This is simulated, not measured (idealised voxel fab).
Module name: voxel transistor to metal (process module)
Square cells of 5 nm make up the cross-section cut, whose width is 145 nm.
Just so we're on the same page, the cross-sections are grids of square cells, and they're listed out in bands top to bottom, each band one or more rows deep.
It is stipulated that each band's entry specify, in nanometres, the height of the top of the band and then that of its bottom, followed by the materials of the band in left-to-right sequence, each together with its width in nanometres. A single material marked by the word "throughout" is understood to fill the band from edge to edge; the word "blank" is understood to denote empty space.
For the purposes of this specification, 0 denotes the height below which the wafer in its as-received condition is composed wholly of one material, and the lowermost band, lacking a lower limit, extends downward without end, as expressed in "0 and below".
Graded width ("30 to 40"): value in top row of band = first number; value in bottom row = second number; row-to-row change constant.
When a step is marked "all unchanged", none of the cells in the cross-section changed during that step.
Reported under the label "Sealed cavities" are the empty spaces having no open way to the top and comprising 8 cells or more; the notation for each is width x height at distance, in which the distance is measured from the left edge and all three values are in nm.
after a step's settings: what the simulator itself notes on the step
A step's line can hold "overlay nm"; with a mask on that step, the setting says how far right of the planned place the mask lay, while a negative setting says it lay to the left.
Below you will find pairs of cross-sections. In each, one shows the wafer before one process step and the other after it, with the after view ending at the lowest band that changed. Under each pair is the step separating them, along with its settings. Do not assume the pairs form a chain: they can come from different runs of this module on the same starting wafer, and a pair continues from the pair above it only when its "Pre-step" entry says so.

# Pre-step
- 0 and below = Si throughout
- Sealed cavities: none

# Post-Step Appearance
- 5 down to 0 = SiO2 throughout
- No changes below 0.
- Sealed cavities: none
Quick note on the step between the two cross-sections above: CONFORMAL_DEP, material SiO2, thk nm 5

Pre-step: starting point is the after cross-section of the pair just above.

# Post-Step Appearance
- 20 down to 5 = SiN throughout
- No changes below 5.
- Sealed cavities: none
Quick note on the step between the two cross-sections above: CONFORMAL_DEP, material SiN, thk nm 15

Pre-step: starting point is the after cross-section of the pair just above.

# Post-Step Appearance
- 20 down to 5 = blank (20)  SiN (105)  blank (20)
- No changes below 5.
- Sealed cavities: none
Quick note on the step between the two cross-sections above: MASKED_ETCH, tone cover, mask id ACTIVE, width nm 105, etch materials SiN, depth nm 15, overlay nm 0

Pre-step: starting point is the after cross-section of the pair just above.

# Post-Step Appearance
- 20 down to 5 = blank (20)  SiN (105)  blank (20)
- 5 down to 0 = blank (20)  SiO2 (105)  blank (20)
- No changes below 0.
- Sealed cavities: none
Quick note on the step between the two cross-sections above: MASKED_ETCH, tone cover, mask id ACTIVE, width nm 105, etch materials SiO2, depth nm 5, overlay nm 0

Pre-step: starting point is the after cross-section of the pair just above.

# Post-Step Appearance
- 20 down to 5 = blank (20)  SiN (105)  blank (20)
- 5 down to 0 = blank (20)  SiO2 (105)  blank (20)
- 0 down to -30 = blank (20)  Si (105)  blank (20)
- No changes below -30.
- Sealed cavities: none
Quick note on the step between the two cross-sections above: MASKED_ETCH, tone cover, mask id ACTIVE, width nm 105, etch materials Si, depth nm 30, overlay nm 0

Pre-step: starting point is the after cross-section of the pair just above.

# Post-Step Appearance
- 35 down to 20 = SiO2 throughout
- 20 down to 5 = SiO2 (20)  SiN (105)  SiO2 (20)
- 5 down to 0 = SiO2 throughout
- 0 down to -30 = SiO2 (20)  Si (105)  SiO2 (20)
- No changes below -30.
- Sealed cavities: none
Quick note on the step between the two cross-sections above: FILL_DEP, material SiO2, thk nm 15

Pre-step: starting point is the after cross-section of the pair just above.

# Post-Step Appearance
- 20 down to 5 = SiO2 (20)  SiN (105)  SiO2 (20)
- No changes below 5.
- Sealed cavities: none
Quick note on the step between the two cross-sections above: CMP, height nm 20

Pre-step: starting point is the after cross-section of the pair just above.

# Post-Step Appearance
- 20 down to 10 = blank (20)  SiN (105)  blank (20)
- No changes below 10.
- Sealed cavities: none
Quick note on the step between the two cross-sections above: SELECTIVE_ETCH, etch materials SiO2, depth nm 10

Pre-step: starting point is the after cross-section of the pair just above.

# Post-Step Appearance
- 10 down to 5 = SiO2 (20)  blank (105)  SiO2 (20)
- No changes below 5.
- Sealed cavities: none
Quick note on the step between the two cross-sections above: STRIP, etch materials SiN

Pre-step: starting point is the after cross-section of the pair just above.

# Post-Step Appearance
- 5 down to 0 = SiO2 (15)  blank (115)  SiO2 (15)
- No changes below 0.
- Sealed cavities: none
Quick note on the step between the two cross-sections above: SELECTIVE_ETCH, etch materials SiO2, depth nm 5

Pre-step: starting point is the after cross-section of the pair just above.

# Post-Step Appearance
- 5 down to 0 = SiO2 (15)  blank (115)  SiO2 (15)
- 0 down to -5 = SiO2 throughout
- No changes below -5.
- Sealed cavities: none
Quick note on the step between the two cross-sections above: OXIDIZE, depth nm 5

Pre-step: starting point is the after cross-section of the pair just above.

# Post-Step Appearance
- 25 down to 20 = polySi (15)  blank (115)  polySi (15)
- 20 down to 5 = polySi throughout
- 5 down to 0 = SiO2 (15)  polySi (115)  SiO2 (15)
- No changes below 0.
- Sealed cavities: none
Quick note on the step between the two cross-sections above: DIRECTIONAL_DEP, material polySi, thk nm 20

Pre-step: starting point is the after cross-section of the pair just above.

# Post-Step Appearance
- 35 down to 30 = SiCN (15)  blank (115)  SiCN (15)
- 30 down to 25 = SiCN throughout
- 25 down to 20 = polySi (15)  SiCN (115)  polySi (15)
- No changes below 20.
- Sealed cavities: none
Quick note on the step between the two cross-sections above: DIRECTIONAL_DEP, material SiCN, thk nm 10

Pre-step: starting point is the after cross-section of the pair just above.

# Post-Step Appearance
- 30 down to 25 = blank (65)  SiCN (15)  blank (65)
- 25 down to 20 = polySi (15)  blank (50)  SiCN (15)  blank (50)  polySi (15)
- No changes below 20.
- Sealed cavities: none
Quick note on the step between the two cross-sections above: MASKED_ETCH, tone cover, mask id GATE, width nm 15, etch materials SiCN, depth nm 20, overlay nm 0

Pre-step: starting point is the after cross-section of the pair just above.

# Post-Step Appearance
- 30 down to 20 = blank (65)  SiCN (15)  blank (65)
- 20 down to 5 = blank (65)  polySi (15)  blank (65)
- 5 down to 0 = SiO2 (15)  blank (50)  polySi (15)  blank (50)  SiO2 (15)
- No changes below 0.
- Sealed cavities: none
Quick note on the step between the two cross-sections above: MASKED_ETCH, tone cover, mask id GATE, width nm 15, etch materials polySi, depth nm 30, overlay nm 0

Pre-step: starting point is the after cross-section of the pair just above.

# Post-Step Appearance
- 35 down to 30 = blank (60)  SiO2 (25)  blank (60)
- 30 down to 20 = blank (60)  SiO2 (5)  SiCN (15)  SiO2 (5)  blank (60)
- 20 down to 10 = blank (60)  SiO2 (5)  polySi (15)  SiO2 (5)  blank (60)
- 10 down to 5 = SiO2 (20)  blank (40)  SiO2 (5)  polySi (15)  SiO2 (5)  blank (40)  SiO2 (20)
- 5 down to 0 = SiO2 (65)  polySi (15)  SiO2 (65)
- No changes below 0.
- Sealed cavities: none
Quick note on the step between the two cross-sections above: CONFORMAL_DEP, material SiO2, thk nm 5

Pre-step: starting point is the after cross-section of the pair just above.

# Post-Step Appearance
- 30 down to 20 = blank (60)  SiO2 (5)  SiCN (15)  SiO2 (5)  blank (60)
- 20 down to 5 = blank (60)  SiO2 (5)  polySi (15)  SiO2 (5)  blank (60)
- 5 down to 0 = SiO2 (20)  blank (40)  SiO2 (5)  polySi (15)  SiO2 (5)  blank (40)  SiO2 (20)
- No changes below 0.
- Sealed cavities: none
Quick note on the step between the two cross-sections above: DIRECTIONAL_ETCH, etch materials SiO2, depth nm 5

Pre-step: starting point is the after cross-section of the pair just above.

# Post-Step Appearance
- 35 down to 30 = blank (55)  SiN (35)  blank (55)
- 30 down to 20 = blank (55)  SiN (5)  SiO2 (5)  SiCN (15)  SiO2 (5)  SiN (5)  blank (55)
- 20 down to 10 = blank (55)  SiN (5)  SiO2 (5)  polySi (15)  SiO2 (5)  SiN (5)  blank (55)
- 10 down to 5 = SiN (25)  blank (30)  SiN (5)  SiO2 (5)  polySi (15)  SiO2 (5)  SiN (5)  blank (30)  SiN (25)
- 5 down to 0 = SiO2 (20)  SiN (40)  SiO2 (5)  polySi (15)  SiO2 (5)  SiN (40)  SiO2 (20)
- No changes below 0.
- Sealed cavities: none
Quick note on the step between the two cross-sections above: CONFORMAL_DEP, material SiN, thk nm 5

Pre-step: starting point is the after cross-section of the pair just above.

# Post-Step Appearance
- 30 down to 20 = blank (55)  SiN (5)  SiO2 (5)  SiCN (15)  SiO2 (5)  SiN (5)  blank (55)
- 20 down to 5 = blank (55)  SiN (5)  SiO2 (5)  polySi (15)  SiO2 (5)  SiN (5)  blank (55)
- 5 down to 0 = SiO2 (20)  SiN (5)  blank (30)  SiN (5)  SiO2 (5)  polySi (15)  SiO2 (5)  SiN (5)  blank (30)  SiN (5)  SiO2 (20)
- No changes below 0.
- Sealed cavities: none
Quick note on the step between the two cross-sections above: DIRECTIONAL_ETCH, etch materials SiN, depth nm 5

Pre-step: starting point is the after cross-section of the pair just above.

# Post-Step Appearance
- 30 down to 25 = blank (55)  SiN (5)  blank (5)  SiCN (15)  blank (5)  SiN (5)  blank (55)
- 25 down to 20 = blank (55)  SiN (5)  SiO2 (5)  SiCN (15)  SiO2 (5)  SiN (5)  blank (55)
- 20 down to 5 = blank (55)  SiN (5)  SiO2 (5)  polySi (15)  SiO2 (5)  SiN (5)  blank (55)
- 5 down to 0 = blank (20)  SiN (5)  blank (30)  SiN (5)  SiO2 (5)  polySi (15)  SiO2 (5)  SiN (5)  blank (30)  SiN (5)  blank (20)
- 0 down to -5 = SiO2 (25)  blank (30)  SiO2 (35)  blank (30)  SiO2 (25)
- No changes below -5.
- Sealed cavities: none
Quick note on the step between the two cross-sections above: DIRECTIONAL_ETCH, etch materials SiO2, depth nm 5

Pre-step: starting point is the after cross-section of the pair just above.

# Post-Step Appearance
- 30 down to 25 = blank (55)  SiN (5)  blank (5)  SiCN (15)  blank (5)  SiN (5)  blank (55)
- 25 down to 20 = blank (55)  SiN (5)  SiO2 (5)  SiCN (15)  SiO2 (5)  SiN (5)  blank (55)
- 20 down to 5 = blank (55)  SiN (5)  SiO2 (5)  polySi (15)  SiO2 (5)  SiN (5)  blank (55)
- 5 down to 0 = blank (20)  SiN (5)  blank (30)  SiN (5)  SiO2 (5)  polySi (15)  SiO2 (5)  SiN (5)  blank (30)  SiN (5)  blank (20)
- 0 down to -5 = SiO2 (25)  blank (30)  SiO2 (35)  blank (30)  SiO2 (25)
- -5 down to -15 = SiO2 (20)  Si (5)  blank (30)  Si (35)  blank (30)  Si (5)  SiO2 (20)
- No changes below -15.
- Sealed cavities: none
Quick note on the step between the two cross-sections above: DIRECTIONAL_ETCH, etch materials Si, depth nm 10

Pre-step: starting point is the after cross-section of the pair just above.

# Post-Step Appearance
- 30 down to 25 = blank (55)  SiN (5)  blank (5)  SiCN (15)  blank (5)  SiN (5)  blank (55)
- 25 down to 20 = blank (55)  SiN (5)  SiO2 (5)  SiCN (15)  SiO2 (5)  SiN (5)  blank (55)
- 20 down to 10 = blank (55)  SiN (5)  SiO2 (5)  polySi (15)  SiO2 (5)  SiN (5)  blank (55)
- 10 down to 5 = blank (20)  SiGe (35)  SiN (5)  SiO2 (5)  polySi (15)  SiO2 (5)  SiN (5)  SiGe (35)  blank (20)
- 5 down to 0 = blank (20)  SiN (5)  SiGe (30)  SiN (5)  SiO2 (5)  polySi (15)  SiO2 (5)  SiN (5)  SiGe (30)  SiN (5)  blank (20)
- 0 down to -5 = SiO2 (25)  SiGe (30)  SiO2 (35)  SiGe (30)  SiO2 (25)
- -5 down to -15 = SiO2 (20)  Si (5)  SiGe (30)  Si (35)  SiGe (30)  Si (5)  SiO2 (20)
- No changes below -15.
- Sealed cavities: none
Quick note on the step between the two cross-sections above: EPI, material SiGe, thk nm 15

Pre-step: starting point is the after cross-section of the pair just above.

# Post-Step Appearance
- 40 down to 30 = SiO2 throughout
- 30 down to 20 = SiO2 (55)  SiN (5)  SiO2 (5)  SiCN (15)  SiO2 (5)  SiN (5)  SiO2 (55)
- 20 down to 10 = SiO2 (55)  SiN (5)  SiO2 (5)  polySi (15)  SiO2 (5)  SiN (5)  SiO2 (55)
- 10 down to 5 = SiO2 (20)  SiGe (35)  SiN (5)  SiO2 (5)  polySi (15)  SiO2 (5)  SiN (5)  SiGe (35)  SiO2 (20)
- 5 down to 0 = SiO2 (20)  SiN (5)  SiGe (30)  SiN (5)  SiO2 (5)  polySi (15)  SiO2 (5)  SiN (5)  SiGe (30)  SiN (5)  SiO2 (20)
- No changes below 0.
- Sealed cavities: none
Quick note on the step between the two cross-sections above: FILL_DEP, material SiO2, thk nm 10

Pre-step: starting point is the after cross-section of the pair just above.

# Post-Step Appearance
- 30 down to 20 = SiO2 (55)  SiN (5)  SiO2 (5)  SiCN (15)  SiO2 (5)  SiN (5)  SiO2 (55)
- No changes below 20.
- Sealed cavities: none
Quick note on the step between the two cross-sections above: CMP, height nm 30

Pre-step: starting point is the after cross-section of the pair just above.

# Post-Step Appearance
- 45 down to 30 = SiO2 throughout
- No changes below 30.
- Sealed cavities: none
Quick note on the step between the two cross-sections above: DIRECTIONAL_DEP, material SiO2, thk nm 15

Pre-step: starting point is the after cross-section of the pair just above.

# Post-Step Appearance
- 45 down to 30 = SiO2 (30)  blank (30)  SiO2 (25)  blank (30)  SiO2 (30)
- 30 down to 20 = SiO2 (30)  blank (25)  SiN (5)  SiO2 (5)  SiCN (15)  SiO2 (5)  SiN (5)  blank (25)  SiO2 (30)
- 20 down to 10 = SiO2 (30)  blank (25)  SiN (5)  SiO2 (5)  polySi (15)  SiO2 (5)  SiN (5)  blank (25)  SiO2 (30)
- No changes below 10.
- Sealed cavities: none
Quick note on the step between the two cross-sections above: MASKED_ETCH, tone open, mask id CONTACT, width nm 30, pitch nm 55, etch materials SiO2, depth nm 35, overlay nm 0

Pre-step: starting point is the after cross-section of the pair just above.

# Post-Step Appearance
- 50 down to 45 = TiN (35)  blank (20)  TiN (35)  blank (20)  TiN (35)
- 45 down to 35 = SiO2 (30)  TiN (5)  blank (20)  TiN (5)  SiO2 (25)  TiN (5)  blank (20)  TiN (5)  SiO2 (30)
- 35 down to 30 = SiO2 (30)  TiN (5)  blank (15)  TiN (10)  SiO2 (25)  TiN (10)  blank (15)  TiN (5)  SiO2 (30)
- 30 down to 20 = SiO2 (30)  TiN (5)  blank (15)  TiN (5)  SiN (5)  SiO2 (5)  SiCN (15)  SiO2 (5)  SiN (5)  TiN (5)  blank (15)  TiN (5)  SiO2 (30)
- 20 down to 15 = SiO2 (30)  TiN (5)  blank (15)  TiN (5)  SiN (5)  SiO2 (5)  polySi (15)  SiO2 (5)  SiN (5)  TiN (5)  blank (15)  TiN (5)  SiO2 (30)
- 15 down to 10 = SiO2 (30)  TiN (25)  SiN (5)  SiO2 (5)  polySi (15)  SiO2 (5)  SiN (5)  TiN (25)  SiO2 (30)
- No changes below 10.
- Sealed cavities: none
Quick note on the step between the two cross-sections above: CONFORMAL_DEP, material TiN, thk nm 5

Pre-step: starting point is the after cross-section of the pair just above.

# Post-Step Appearance
- 55 down to 50 = W throughout
- 50 down to 45 = TiN (35)  W (20)  TiN (35)  W (20)  TiN (35)
- 45 down to 35 = SiO2 (30)  TiN (5)  W (20)  TiN (5)  SiO2 (25)  TiN (5)  W (20)  TiN (5)  SiO2 (30)
- 35 down to 30 = SiO2 (30)  TiN (5)  W (15)  TiN (10)  SiO2 (25)  TiN (10)  W (15)  TiN (5)  SiO2 (30)
- 30 down to 20 = SiO2 (30)  TiN (5)  W (15)  TiN (5)  SiN (5)  SiO2 (5)  SiCN (15)  SiO2 (5)  SiN (5)  TiN (5)  W (15)  TiN (5)  SiO2 (30)
- 20 down to 15 = SiO2 (30)  TiN (5)  W (15)  TiN (5)  SiN (5)  SiO2 (5)  polySi (15)  SiO2 (5)  SiN (5)  TiN (5)  W (15)  TiN (5)  SiO2 (30)
- No changes below 15.
- Sealed cavities: none
Quick note on the step between the two cross-sections above: FILL_DEP, material W, thk nm 5

Pre-step: starting point is the after cross-section of the pair just above.

# Post-Step Appearance
- 45 down to 35 = SiO2 (30)  TiN (5)  W (20)  TiN (5)  SiO2 (25)  TiN (5)  W (20)  TiN (5)  SiO2 (30)
- No changes below 35.
- Sealed cavities: none
Quick note on the step between the two cross-sections above: CMP, height nm 45

Pre-step: starting point is the after cross-section of the pair just above.

# Post-Step Appearance
- 50 down to 45 = SiN throughout
- No changes below 45.
- Sealed cavities: none
Quick note on the step between the two cross-sections above: CONFORMAL_DEP, material SiN, thk nm 5

Pre-step: starting point is the after cross-section of the pair just above.

# Post-Step Appearance
- 70 down to 50 = SiO2 throughout
- No changes below 50.
- Sealed cavities: none
Quick note on the step between the two cross-sections above: DIRECTIONAL_DEP, material SiO2, thk nm 20

Pre-step: starting point is the after cross-section of the pair just above.

# Post-Step Appearance
- 80 down to 70 = aC throughout
- No changes below 70.
- Sealed cavities: none
Quick note on the step between the two cross-sections above: DIRECTIONAL_DEP, material aC, thk nm 10

Pre-step: starting point is the after cross-section of the pair just above.

# Post-Step Appearance
- 110 down to 80 = resist (30)  blank (15)  resist (55)  blank (15)  resist (30)
- No changes below 80.
- Sealed cavities: none
Quick note on the step between the two cross-sections above: PATTERN, tone open, mask id METAL_1, material resist, width nm 15, pitch nm 70, thk nm 30, overlay nm 0

Pre-step: starting point is the after cross-section of the pair just above.

# Post-Step Appearance
- 100 down to 80 = resist (30)  blank (15)  resist (55)  blank (15)  resist (30)
- 80 down to 70 = aC (30)  blank (15)  aC (55)  blank (15)  aC (30)
- No changes below 70.
- Sealed cavities: none
Quick note on the step between the two cross-sections above: DIRECTIONAL_ETCH, etch materials aC, depth nm 10

Pre-step: starting point is the after cross-section of the pair just above.

# Post-Step Appearance
- 80 down to 70 = aC (30)  blank (15)  aC (55)  blank (15)  aC (30)
- No changes below 70.
- Sealed cavities: none
Quick note on the step between the two cross-sections above: STRIP, etch materials resist

Pre-step: starting point is the after cross-section of the pair just above.

# Post-Step Appearance
- 80 down to 70 = aC (30)  blank (15)  aC (55)  blank (15)  aC (30)
- 70 down to 50 = SiO2 (30)  blank (15)  SiO2 (55)  blank (15)  SiO2 (30)
- No changes below 50.
- Sealed cavities: none
Quick note on the step between the two cross-sections above: DIRECTIONAL_ETCH, etch materials SiO2, depth nm 20

Pre-step: starting point is the after cross-section of the pair just above.

# Post-Step Appearance
- 80 down to 70 = aC (30)  blank (15)  aC (55)  blank (15)  aC (30)
- 70 down to 50 = SiO2 (30)  blank (15)  SiO2 (55)  blank (15)  SiO2 (30)
- 50 down to 45 = SiN (30)  blank (15)  SiN (55)  blank (15)  SiN (30)
- No changes below 45.
- Sealed cavities: none
Quick note on the step between the two cross-sections above: DIRECTIONAL_ETCH, etch materials SiN, depth nm 5

Pre-step: starting point is the after cross-section of the pair just above.

# Post-Step Appearance
- 70 down to 50 = SiO2 (30)  blank (15)  SiO2 (55)  blank (15)  SiO2 (30)
- No changes below 50.
- Sealed cavities: none
Quick note on the step between the two cross-sections above: STRIP, etch materials aC

Pre-step: starting point is the after cross-section of the pair just above.

# Post-Step Appearance
- 75 down to 70 = TiN (35)  blank (5)  TiN (65)  blank (5)  TiN (35)
- 70 down to 50 = SiO2 (30)  TiN (5)  blank (5)  TiN (5)  SiO2 (55)  TiN (5)  blank (5)  TiN (5)  SiO2 (30)
- 50 down to 45 = SiN (30)  TiN (15)  SiN (55)  TiN (15)  SiN (30)
- No changes below 45.
- Sealed cavities: none
Quick note on the step between the two cross-sections above: CONFORMAL_DEP, material TiN, thk nm 5

Pre-step: starting point is the after cross-section of the pair just above.

# Post-Step Appearance
- 85 down to 75 = W throughout
- 75 down to 70 = TiN (35)  W (5)  TiN (65)  W (5)  TiN (35)
- 70 down to 50 = SiO2 (30)  TiN (5)  W (5)  TiN (5)  SiO2 (55)  TiN (5)  W (5)  TiN (5)  SiO2 (30)
- No changes below 50.
- Sealed cavities: none
Quick note on the step between the two cross-sections above: FILL_DEP, material W, thk nm 10

Pre-step: starting point is the after cross-section of the pair just above.

# Post-Step Appearance
- 70 down to 50 = SiO2 (30)  TiN (5)  W (5)  TiN (5)  SiO2 (55)  TiN (5)  W (5)  TiN (5)  SiO2 (30)
- No changes below 50.
- Sealed cavities: none
Quick note on the step between the two cross-sections above: CMP, height nm 70

Pre-step: starting point is the after cross-section of the pair just above.

# Post-Step Appearance
- 75 down to 70 = SiCN throughout
- No changes below 70.
- Sealed cavities: none
Quick note on the step between the two cross-sections above: CONFORMAL_DEP, material SiCN, thk nm 5

Pre-step: starting point is the after cross-section of the pair just above.

# Post-Step Appearance
- 110 down to 75 = lowk throughout
- No changes below 75.
- Sealed cavities: none
Quick note on the step between the two cross-sections above: DIRECTIONAL_DEP, material lowk, thk nm 35

Pre-step: starting point is the after cross-section of the pair just above.

# Post-Step Appearance
- 110 down to 90 = lowk (30)  blank (15)  lowk (55)  blank (15)  lowk (30)
- No changes below 90.
- Sealed cavities: none
Quick note on the step between the two cross-sections above: MASKED_ETCH, tone open, mask id METAL_2, width nm 15, pitch nm 70, etch materials lowk, depth nm 20, overlay nm 0

Pre-step: starting point is the after cross-section of the pair just above.

# Post-Step Appearance
- 125 down to 110 = aC (30)  blank (15)  aC (55)  blank (15)  aC (30)
- 110 down to 105 = lowk (30)  blank (15)  lowk (55)  blank (15)  lowk (30)
- 105 down to 90 = lowk (30)  aC (15)  lowk (55)  aC (15)  lowk (30)
- No changes below 90.
- Sealed cavities: none
Quick note on the step between the two cross-sections above: DIRECTIONAL_DEP, material aC, thk nm 15

Pre-step: starting point is the after cross-section of the pair just above.

# Post-Step Appearance
- 155 down to 125 = resist (30)  blank (15)  resist (55)  blank (15)  resist (30)
- No changes below 125.
- Sealed cavities: none
Quick note on the step between the two cross-sections above: PATTERN, tone open, mask id METAL_2_HOLES, material resist, width nm 15, pitch nm 70, thk nm 30, overlay nm 0

Pre-step: starting point is the after cross-section of the pair just above.

# Post-Step Appearance
- 140 down to 125 = resist (30)  blank (15)  resist (55)  blank (15)  resist (30)
- 125 down to 110 = aC (30)  blank (15)  aC (55)  blank (15)  aC (30)
- 110 down to 90 = lowk (30)  blank (15)  lowk (55)  blank (15)  lowk (30)
- No changes below 90.
- Sealed cavities: none
Quick note on the step between the two cross-sections above: DIRECTIONAL_ETCH, etch materials aC, depth nm 15

Pre-step: starting point is the after cross-section of the pair just above.

# Post-Step Appearance
- 125 down to 110 = aC (30)  blank (15)  aC (55)  blank (15)  aC (30)
- No changes below 110.
- Sealed cavities: none
Quick note on the step between the two cross-sections above: STRIP, etch materials resist

Pre-step: starting point is the after cross-section of the pair just above.

# Post-Step Appearance
- 125 down to 110 = aC (30)  blank (15)  aC (55)  blank (15)  aC (30)
- 110 down to 75 = lowk (30)  blank (15)  lowk (55)  blank (15)  lowk (30)
- No changes below 75.
- Sealed cavities: none
Quick note on the step between the two cross-sections above: DIRECTIONAL_ETCH, etch materials lowk, depth nm 15

Pre-step: starting point is the after cross-section of the pair just above.

# Post-Step Appearance
- 125 down to 110 = aC (30)  blank (15)  aC (55)  blank (15)  aC (30)
- 110 down to 75 = lowk (30)  blank (15)  lowk (55)  blank (15)  lowk (30)
- 75 down to 70 = SiCN (30)  blank (15)  SiCN (55)  blank (15)  SiCN (30)
- No changes below 70.
- Sealed cavities: none
Quick note on the step between the two cross-sections above: DIRECTIONAL_ETCH, etch materials SiCN, depth nm 5

Pre-step: starting point is the after cross-section of the pair just above.

# Post-Step Appearance
- 110 down to 75 = lowk (30)  blank (15)  lowk (55)  blank (15)  lowk (30)
- No changes below 75.
- Sealed cavities: none
Quick note on the step between the two cross-sections above: STRIP, etch materials aC

Pre-step: starting point is the after cross-section of the pair just above.

# Post-Step Appearance
- 115 down to 110 = TiN (35)  blank (5)  TiN (65)  blank (5)  TiN (35)
- 110 down to 75 = lowk (30)  TiN (5)  blank (5)  TiN (5)  lowk (55)  TiN (5)  blank (5)  TiN (5)  lowk (30)
- 75 down to 70 = SiCN (30)  TiN (15)  SiCN (55)  TiN (15)  SiCN (30)
- No changes below 70.
- Sealed cavities: none
Quick note on the step between the two cross-sections above: CONFORMAL_DEP, material TiN, thk nm 5

Pre-step: starting point is the after cross-section of the pair just above.

# Post-Step Appearance
- 125 down to 115 = Ru throughout
- 115 down to 110 = TiN (35)  Ru (5)  TiN (65)  Ru (5)  TiN (35)
- 110 down to 75 = lowk (30)  TiN (5)  Ru (5)  TiN (5)  lowk (55)  TiN (5)  Ru (5)  TiN (5)  lowk (30)
- No changes below 75.
- Sealed cavities: none
Quick note on the step between the two cross-sections above: FILL_DEP, material Ru, thk nm 10

Pre-step: starting point is the after cross-section of the pair just above.

# Post-Step Appearance
- 110 down to 75 = lowk (30)  TiN (5)  Ru (5)  TiN (5)  lowk (55)  TiN (5)  Ru (5)  TiN (5)  lowk (30)
- No changes below 75.
- Sealed cavities: none
Quick note on the step between the two cross-sections above: CMP, height nm 110

Pre-step: starting point is the after cross-section of the pair just above.

# Post-Step Appearance
- 115 down to 110 = SiN throughout
- No changes below 110.
- Sealed cavities: none
Quick note on the step between the two cross-sections above: CONFORMAL_DEP, material SiN, thk nm 5

# Pre-step
- 30 down to 20 = blank (60)  SiO2 (5)  SiCN (15)  SiO2 (5)  blank (60)
- 20 down to 5 = blank (60)  SiO2 (5)  polySi (15)  SiO2 (5)  blank (60)
- 5 down to 0 = SiO2 (20)  blank (40)  SiO2 (5)  polySi (15)  SiO2 (5)  blank (40)  SiO2 (20)
- 0 down to -5 = SiO2 throughout
- -5 down to -30 = SiO2 (20)  Si (105)  SiO2 (20)
- -30 and below = Si throughout
- Sealed cavities: none

# Post-Step Appearance
- 30 down to 25 = blank (65)  SiCN (15)  blank (65)
- 25 down to 20 = blank (60)  SiO2 (5)  SiCN (15)  SiO2 (5)  blank (60)
- 20 down to 0 = blank (60)  SiO2 (5)  polySi (15)  SiO2 (5)  blank (60)
- 0 down to -5 = SiO2 (20)  blank (40)  SiO2 (25)  blank (40)  SiO2 (20)
- No changes below -5.
- Sealed cavities: none
Quick note on the step between the two cross-sections above: DIRECTIONAL_ETCH, etch materials SiO2, depth nm 5

Pre-step: starting point is the after cross-section of the pair just above.

# Post-Step Appearance
- 30 down to 25 = blank (65)  SiCN (15)  blank (65)
- 25 down to 20 = blank (60)  SiO2 (5)  SiCN (15)  SiO2 (5)  blank (60)
- 20 down to 0 = blank (60)  SiO2 (5)  polySi (15)  SiO2 (5)  blank (60)
- 0 down to -5 = SiO2 (20)  blank (40)  SiO2 (25)  blank (40)  SiO2 (20)
- -5 down to -15 = SiO2 (20)  blank (40)  Si (25)  blank (40)  SiO2 (20)
- No changes below -15.
- Sealed cavities: none
Quick note on the step between the two cross-sections above: DIRECTIONAL_ETCH, etch materials Si, depth nm 10

Pre-step: starting point is the after cross-section of the pair just above.

# Post-Step Appearance
- 30 down to 25 = blank (65)  SiCN (15)  blank (65)
- 25 down to 20 = blank (60)  SiO2 (5)  SiCN (15)  SiO2 (5)  blank (60)
- 20 down to 10 = blank (60)  SiO2 (5)  polySi (15)  SiO2 (5)  blank (60)
- 10 down to 0 = blank (45)  SiGe (15)  SiO2 (5)  polySi (15)  SiO2 (5)  SiGe (15)  blank (45)
- 0 down to -5 = SiO2 (20)  SiGe (40)  SiO2 (25)  SiGe (40)  SiO2 (20)
- -5 down to -15 = SiO2 (20)  SiGe (40)  Si (25)  SiGe (40)  SiO2 (20)
- No changes below -15.
- Sealed cavities: none
Quick note on the step between the two cross-sections above: EPI, material SiGe, thk nm 15

Pre-step: starting point is the after cross-section of the pair just above.

# Post-Step Appearance
- 40 down to 30 = SiO2 throughout
- 30 down to 20 = SiO2 (65)  SiCN (15)  SiO2 (65)
- 20 down to 10 = SiO2 (65)  polySi (15)  SiO2 (65)
- 10 down to 0 = SiO2 (45)  SiGe (15)  SiO2 (5)  polySi (15)  SiO2 (5)  SiGe (15)  SiO2 (45)
- No changes below 0.
- Sealed cavities: none
Quick note on the step between the two cross-sections above: FILL_DEP, material SiO2, thk nm 10

Pre-step: starting point is the after cross-section of the pair just above.

# Post-Step Appearance
- 30 down to 20 = SiO2 (65)  SiCN (15)  SiO2 (65)
- No changes below 20.
- Sealed cavities: none
Quick note on the step between the two cross-sections above: CMP, height nm 30

Pre-step: starting point is the after cross-section of the pair just above.

# Post-Step Appearance
- 45 down to 30 = SiO2 throughout
- No changes below 30.
- Sealed cavities: none
Quick note on the step between the two cross-sections above: DIRECTIONAL_DEP, material SiO2, thk nm 15

Pre-step: starting point is the after cross-section of the pair just above.

# Post-Step Appearance
- 45 down to 30 = SiO2 (30)  blank (30)  SiO2 (25)  blank (30)  SiO2 (30)
- 30 down to 20 = SiO2 (30)  blank (30)  SiO2 (5)  SiCN (15)  SiO2 (5)  blank (30)  SiO2 (30)
- 20 down to 10 = SiO2 (30)  blank (30)  SiO2 (5)  polySi (15)  SiO2 (5)  blank (30)  SiO2 (30)
- No changes below 10.
- Sealed cavities: none
Quick note on the step between the two cross-sections above: MASKED_ETCH, tone open, mask id CONTACT, width nm 30, pitch nm 55, etch materials SiO2, depth nm 35, overlay nm 0

Pre-step: starting point is the after cross-section of the pair just above.

# Post-Step Appearance
- 50 down to 45 = TiN (35)  blank (20)  TiN (35)  blank (20)  TiN (35)
- 45 down to 30 = SiO2 (30)  TiN (5)  blank (20)  TiN (5)  SiO2 (25)  TiN (5)  blank (20)  TiN (5)  SiO2 (30)
- 30 down to 20 = SiO2 (30)  TiN (5)  blank (20)  TiN (5)  SiO2 (5)  SiCN (15)  SiO2 (5)  TiN (5)  blank (20)  TiN (5)  SiO2 (30)
- 20 down to 15 = SiO2 (30)  TiN (5)  blank (20)  TiN (5)  SiO2 (5)  polySi (15)  SiO2 (5)  TiN (5)  blank (20)  TiN (5)  SiO2 (30)
- 15 down to 10 = SiO2 (30)  TiN (30)  SiO2 (5)  polySi (15)  SiO2 (5)  TiN (30)  SiO2 (30)
- No changes below 10.
- Sealed cavities: none
Quick note on the step between the two cross-sections above: CONFORMAL_DEP, material TiN, thk nm 5
